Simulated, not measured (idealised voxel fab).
voxel self aligned contacts: a process module
Pictured: cross-section cut, 295 nm wide, on a grid of 5 nm square cells.
In what follows, cross-sections appear as grids of square cells, described through bands that run from the top down, where every band is one or more rows of cells. The entry gives the band's vertical extent as a top height and a bottom height in nm, then its horizontal make-up as materials from left to right, each with a width in nm. "blank" stands for empty space; a single material marked "full width" fills the band edge to edge. Below 0: as-received wafer, all one material; heights counted from there. Lowest band: no bottom, goes on down, written "top 0, no bottom". So if you see something like "30->40" for the width, read it as the top row of the band sitting at the first number and the bottom row at the second, with every row in between moving by the same amount as the last. Step note "changes: none" = no cross-section cell changed. "Closed void list" means: voids of 8 cells or more that are shut off from the top with no open way through. Written width x height at distance, distance from the left edge, in nm. Read whatever lies past the settings on a step's line as the simulator's own remark about the step. overlay nm: where the mask lay relative to plan, measured to the right, on steps with a mask; negatives go left.
Intended process steps
1 RECEIVE (material Si)
2 CONFORMAL_DEP (material SiO2; thk nm 5)
3 DIRECTIONAL_DEP (material polySi; thk nm 20)
4 DIRECTIONAL_DEP (material SiN; thk nm 25)
5 DIRECTIONAL_DEP (material aC; thk nm 15)
6 PATTERN (tone cover; mask id GATE; material resist; width nm 25; pitch nm 65; thk nm 30; overlay nm 0)
7 DIRECTIONAL_ETCH (etch materials aC; depth nm 15)
8 STRIP (etch materials resist)
9 DIRECTIONAL_ETCH (etch materials SiN; depth nm 25)
10 DIRECTIONAL_ETCH (etch materials polySi; depth nm 20)
11 STRIP (etch materials aC)
12 CONFORMAL_DEP (material SiN; thk nm 10)
13 DIRECTIONAL_ETCH (etch materials SiN; depth nm 10)
14 FILL_DEP (material SiO2; thk nm 15)
15 CMP (height nm 60)
16 DIRECTIONAL_DEP (material aC; thk nm 10)
17 PATTERN (tone open; mask id CONTACT; material resist; width nm 50; pitch nm 65; thk nm 25; overlay nm 0)
18 DIRECTIONAL_ETCH (etch materials aC; depth nm 10)
19 STRIP (etch materials resist)
20 DIRECTIONAL_ETCH (etch materials SiO2; depth nm 60)
21 STRIP (etch materials aC)
22 CONFORMAL_DEP (material TiN; thk nm 5)
23 FILL_DEP (material Ru; thk nm 10)
24 CMP (height nm 60)
25 CONFORMAL_DEP (material SiN; thk nm 5)
So, the first of our two wafers, run just as we planned it
As-received wafer cross-section (after step 1)
- top 0, no bottom | Si full width
- Closed void list: none
After step 2: wafer cross-section
- top 5, bottom 0 | SiO2 full width
- Below a height of 0, the structure has not been altered.
After step 3: wafer cross-section
- top 25, bottom 5 | polySi full width
- Below a height of 5, the structure has not been altered.
After step 4: wafer cross-section
- top 50, bottom 25 | SiN full width
- Below a height of 25, the structure has not been altered.
After step 5: wafer cross-section
- top 65, bottom 50 | aC full width
- Below a height of 50, the structure has not been altered.
After step 6: wafer cross-section
- top 95, bottom 65 | 70 nm blank / 25 nm resist / 40 nm blank / 25 nm resist / 40 nm blank / 25 nm resist / 70 nm blank
- Below a height of 65, the structure has not been altered.
After step 7: wafer cross-section
- top 80, bottom 65 | 70 nm blank / 25 nm resist / 40 nm blank / 25 nm resist / 40 nm blank / 25 nm resist / 70 nm blank
- top 65, bottom 50 | 70 nm blank / 25 nm aC / 40 nm blank / 25 nm aC / 40 nm blank / 25 nm aC / 70 nm blank
- Below a height of 50, the structure has not been altered.
After step 8: wafer cross-section
- top 65, bottom 50 | 70 nm blank / 25 nm aC / 40 nm blank / 25 nm aC / 40 nm blank / 25 nm aC / 70 nm blank
- Below a height of 50, the structure has not been altered.
After step 9: wafer cross-section
- top 65, bottom 50 | 70 nm blank / 25 nm aC / 40 nm blank / 25 nm aC / 40 nm blank / 25 nm aC / 70 nm blank
- top 50, bottom 25 | 70 nm blank / 25 nm SiN / 40 nm blank / 25 nm SiN / 40 nm blank / 25 nm SiN / 70 nm blank
- Below a height of 25, the structure has not been altered.
After step 10: wafer cross-section
- top 65, bottom 50 | 70 nm blank / 25 nm aC / 40 nm blank / 25 nm aC / 40 nm blank / 25 nm aC / 70 nm blank
- top 50, bottom 25 | 70 nm blank / 25 nm SiN / 40 nm blank / 25 nm SiN / 40 nm blank / 25 nm SiN / 70 nm blank
- top 25, bottom 5 | 70 nm blank / 25 nm polySi / 40 nm blank / 25 nm polySi / 40 nm blank / 25 nm polySi / 70 nm blank
- Below a height of 5, the structure has not been altered.
After step 11: wafer cross-section
- top 50, bottom 25 | 70 nm blank / 25 nm SiN / 40 nm blank / 25 nm SiN / 40 nm blank / 25 nm SiN / 70 nm blank
- Below a height of 25, the structure has not been altered.
After step 12: wafer cross-section
- top 60, bottom 25 | 60 nm blank / 45 nm SiN / 20 nm blank / 45 nm SiN / 20 nm blank / 45 nm SiN / 60 nm blank
- top 25, bottom 15 | 60 nm blank / 10 nm SiN / 25 nm polySi / 10 nm SiN / 20 nm blank / 10 nm SiN / 25 nm polySi / 10 nm SiN / 20 nm blank / 10 nm SiN / 25 nm polySi / 10 nm SiN / 60 nm blank
- top 15, bottom 5 | 70 nm SiN / 25 nm polySi / 40 nm SiN / 25 nm polySi / 40 nm SiN / 25 nm polySi / 70 nm SiN
- Below a height of 5, the structure has not been altered.
After step 13: wafer cross-section
- top 50, bottom 25 | 60 nm blank / 45 nm SiN / 20 nm blank / 45 nm SiN / 20 nm blank / 45 nm SiN / 60 nm blank
- top 25, bottom 5 | 60 nm blank / 10 nm SiN / 25 nm polySi / 10 nm SiN / 20 nm blank / 10 nm SiN / 25 nm polySi / 10 nm SiN / 20 nm blank / 10 nm SiN / 25 nm polySi / 10 nm SiN / 60 nm blank
- Below a height of 5, the structure has not been altered.
After step 14: wafer cross-section
- top 65, bottom 50 | SiO2 full width
- top 50, bottom 25 | 60 nm SiO2 / 45 nm SiN / 20 nm SiO2 / 45 nm SiN / 20 nm SiO2 / 45 nm SiN / 60 nm SiO2
- top 25, bottom 5 | 60 nm SiO2 / 10 nm SiN / 25 nm polySi / 10 nm SiN / 20 nm SiO2 / 10 nm SiN / 25 nm polySi / 10 nm SiN / 20 nm SiO2 / 10 nm SiN / 25 nm polySi / 10 nm SiN / 60 nm SiO2
- Below a height of 5, the structure has not been altered.
After step 15: wafer cross-section
- top 60, bottom 50 | SiO2 full width
- Below a height of 50, the structure has not been altered.
After step 16: wafer cross-section
- top 70, bottom 60 | aC full width
- Below a height of 60, the structure has not been altered.
After step 17: wafer cross-section
- top 95, bottom 70 | 90 nm resist / 50 nm blank / 15 nm resist / 50 nm blank / 90 nm resist
- Below a height of 70, the structure has not been altered.
After step 18: wafer cross-section
- top 85, bottom 70 | 90 nm resist / 50 nm blank / 15 nm resist / 50 nm blank / 90 nm resist
- top 70, bottom 60 | 90 nm aC / 50 nm blank / 15 nm aC / 50 nm blank / 90 nm aC
- Below a height of 60, the structure has not been altered.
After step 19: wafer cross-section
- top 70, bottom 60 | 90 nm aC / 50 nm blank / 15 nm aC / 50 nm blank / 90 nm aC
- Below a height of 60, the structure has not been altered.
After step 20: wafer cross-section
- top 70, bottom 60 | 90 nm aC / 50 nm blank / 15 nm aC / 50 nm blank / 90 nm aC
- top 60, bottom 50 | 90 nm SiO2 / 50 nm blank / 15 nm SiO2 / 50 nm blank / 90 nm SiO2
- top 50, bottom 25 | 60 nm SiO2 / 45 nm SiN / 20 nm blank / 45 nm SiN / 20 nm blank / 45 nm SiN / 60 nm SiO2
- top 25, bottom 5 | 60 nm SiO2 / 10 nm SiN / 25 nm polySi / 10 nm SiN / 20 nm blank / 10 nm SiN / 25 nm polySi / 10 nm SiN / 20 nm blank / 10 nm SiN / 25 nm polySi / 10 nm SiN / 60 nm SiO2
- top 5, bottom 0 | 105 nm SiO2 / 20 nm blank / 45 nm SiO2 / 20 nm blank / 105 nm SiO2
- Below a height of 0, the structure has not been altered.
After step 21: wafer cross-section
- top 60, bottom 50 | 90 nm SiO2 / 50 nm blank / 15 nm SiO2 / 50 nm blank / 90 nm SiO2
- Below a height of 50, the structure has not been altered.
After step 22: wafer cross-section
- top 65, bottom 60 | 95 nm TiN / 40 nm blank / 25 nm TiN / 40 nm blank / 95 nm TiN
- top 60, bottom 50 | 90 nm SiO2 / 5->20 nm TiN / 40->10 nm blank / 5->20 nm TiN / 15 nm SiO2 / 5->20 nm TiN / 40->10 nm blank / 5->20 nm TiN / 90 nm SiO2
- top 50, bottom 25 | 60 nm SiO2 / 45 nm SiN / 5 nm TiN / 10 nm blank / 5 nm TiN / 45 nm SiN / 5 nm TiN / 10 nm blank / 5 nm TiN / 45 nm SiN / 60 nm SiO2
- top 25, bottom 5 | 60 nm SiO2 / 10 nm SiN / 25 nm polySi / 10 nm SiN / 5 nm TiN / 10 nm blank / 5 nm TiN / 10 nm SiN / 25 nm polySi / 10 nm SiN / 5 nm TiN / 10 nm blank / 5 nm TiN / 10 nm SiN / 25 nm polySi / 10 nm SiN / 60 nm SiO2
- top 5, bottom 0 | 105 nm SiO2 / 20 nm TiN / 45 nm SiO2 / 20 nm TiN / 105 nm SiO2
- Below a height of 0, the structure has not been altered.
After step 23: wafer cross-section
- top 75, bottom 65 | Ru full width
- top 65, bottom 60 | 95 nm TiN / 40 nm Ru / 25 nm TiN / 40 nm Ru / 95 nm TiN
- top 60, bottom 50 | 90 nm SiO2 / 5->20 nm TiN / 40->10 nm Ru / 5->20 nm TiN / 15 nm SiO2 / 5->20 nm TiN / 40->10 nm Ru / 5->20 nm TiN / 90 nm SiO2
- top 50, bottom 25 | 60 nm SiO2 / 45 nm SiN / 5 nm TiN / 10 nm Ru / 5 nm TiN / 45 nm SiN / 5 nm TiN / 10 nm Ru / 5 nm TiN / 45 nm SiN / 60 nm SiO2
- top 25, bottom 5 | 60 nm SiO2 / 10 nm SiN / 25 nm polySi / 10 nm SiN / 5 nm TiN / 10 nm Ru / 5 nm TiN / 10 nm SiN / 25 nm polySi / 10 nm SiN / 5 nm TiN / 10 nm Ru / 5 nm TiN / 10 nm SiN / 25 nm polySi / 10 nm SiN / 60 nm SiO2
- Below a height of 5, the structure has not been altered.
After step 24: wafer cross-section
- top 60, bottom 50 | 90 nm SiO2 / 5->20 nm TiN / 40->10 nm Ru / 5->20 nm TiN / 15 nm SiO2 / 5->20 nm TiN / 40->10 nm Ru / 5->20 nm TiN / 90 nm SiO2
- Below a height of 50, the structure has not been altered.
After step 25: wafer cross-section
- top 65, bottom 60 | SiN full width
- Below a height of 60, the structure has not been altered.
Okay, second wafer. Nothing different at the start, nothing different in the plan, just one mistake somewhere in the running. As far as step 16, counting that step, it's the first wafer all over again
Cross-section of the second wafer corresponding to the planned conclusion of step 17
- top 95, bottom 70 | 95 nm resist / 50 nm blank / 15 nm resist / 50 nm blank / 85 nm resist
- Below a height of 70, the structure has not been altered.
Cross-section of the second wafer corresponding to the planned conclusion of step 18
- top 85, bottom 70 | 95 nm resist / 50 nm blank / 15 nm resist / 50 nm blank / 85 nm resist
- top 70, bottom 60 | 95 nm aC / 50 nm blank / 15 nm aC / 50 nm blank / 85 nm aC
- Below a height of 60, the structure has not been altered.
Cross-section of the second wafer corresponding to the planned conclusion of step 19
- top 70, bottom 60 | 95 nm aC / 50 nm blank / 15 nm aC / 50 nm blank / 85 nm aC
- Below a height of 60, the structure has not been altered.
Cross-section of the second wafer corresponding to the planned conclusion of step 20
- top 70, bottom 60 | 95 nm aC / 50 nm blank / 15 nm aC / 50 nm blank / 85 nm aC
- top 60, bottom 50 | 95 nm SiO2 / 50 nm blank / 15 nm SiO2 / 50 nm blank / 85 nm SiO2
- top 50, bottom 25 | 60 nm SiO2 / 45 nm SiN / 20 nm blank / 45 nm SiN / 20 nm blank / 45 nm SiN / 60 nm SiO2
- top 25, bottom 5 | 60 nm SiO2 / 10 nm SiN / 25 nm polySi / 10 nm SiN / 20 nm blank / 10 nm SiN / 25 nm polySi / 10 nm SiN / 20 nm blank / 10 nm SiN / 25 nm polySi / 10 nm SiN / 60 nm SiO2
- top 5, bottom 0 | 105 nm SiO2 / 20 nm blank / 45 nm SiO2 / 20 nm blank / 105 nm SiO2
- Below a height of 0, the structure has not been altered.
Cross-section of the second wafer corresponding to the planned conclusion of step 21
- top 60, bottom 50 | 95 nm SiO2 / 50 nm blank / 15 nm SiO2 / 50 nm blank / 85 nm SiO2
- Below a height of 50, the structure has not been altered.
Cross-section of the second wafer corresponding to the planned conclusion of step 22
- top 65, bottom 60 | 100 nm TiN / 40 nm blank / 25 nm TiN / 40 nm blank / 90 nm TiN
- top 60, bottom 50 | 95 nm SiO2 / 5->15 nm TiN / 40->10 nm blank / 5->25 nm TiN / 15 nm SiO2 / 5->15 nm TiN / 40->10 nm blank / 5->25 nm TiN / 85 nm SiO2
- top 50, bottom 25 | 60 nm SiO2 / 45 nm SiN / 5 nm TiN / 10 nm blank / 5 nm TiN / 45 nm SiN / 5 nm TiN / 10 nm blank / 5 nm TiN / 45 nm SiN / 60 nm SiO2
- top 25, bottom 5 | 60 nm SiO2 / 10 nm SiN / 25 nm polySi / 10 nm SiN / 5 nm TiN / 10 nm blank / 5 nm TiN / 10 nm SiN / 25 nm polySi / 10 nm SiN / 5 nm TiN / 10 nm blank / 5 nm TiN / 10 nm SiN / 25 nm polySi / 10 nm SiN / 60 nm SiO2
- top 5, bottom 0 | 105 nm SiO2 / 20 nm TiN / 45 nm SiO2 / 20 nm TiN / 105 nm SiO2
- Below a height of 0, the structure has not been altered.
Cross-section of the second wafer corresponding to the planned conclusion of step 23
- top 75, bottom 65 | Ru full width
- top 65, bottom 60 | 100 nm TiN / 40 nm Ru / 25 nm TiN / 40 nm Ru / 90 nm TiN
- top 60, bottom 50 | 95 nm SiO2 / 5->15 nm TiN / 40->10 nm Ru / 5->25 nm TiN / 15 nm SiO2 / 5->15 nm TiN / 40->10 nm Ru / 5->25 nm TiN / 85 nm SiO2
- top 50, bottom 25 | 60 nm SiO2 / 45 nm SiN / 5 nm TiN / 10 nm Ru / 5 nm TiN / 45 nm SiN / 5 nm TiN / 10 nm Ru / 5 nm TiN / 45 nm SiN / 60 nm SiO2
- top 25, bottom 5 | 60 nm SiO2 / 10 nm SiN / 25 nm polySi / 10 nm SiN / 5 nm TiN / 10 nm Ru / 5 nm TiN / 10 nm SiN / 25 nm polySi / 10 nm SiN / 5 nm TiN / 10 nm Ru / 5 nm TiN / 10 nm SiN / 25 nm polySi / 10 nm SiN / 60 nm SiO2
- Below a height of 5, the structure has not been altered.
Cross-section of the second wafer corresponding to the planned conclusion of step 24
- top 60, bottom 50 | 95 nm SiO2 / 5->15 nm TiN / 40->10 nm Ru / 5->25 nm TiN / 15 nm SiO2 / 5->15 nm TiN / 40->10 nm Ru / 5->25 nm TiN / 85 nm SiO2
- Below a height of 50, the structure has not been altered.
Cross-section of the second wafer corresponding to the planned conclusion of step 25
- top 65, bottom 60 | SiN full width
- Below a height of 60, the structure has not been altered.
It is concluded that the wafer was processed incorrectly with respect to the plan, in that step 17 ran differently from the plan; actual operation with settings: PATTERN (tone open; mask id CONTACT; material resist; width nm 50; pitch nm 65; thk nm 25; overlay nm 5)
When the process is done, the second wafer contains the same cell count of every material as the first wafer, but distributed over other locations.
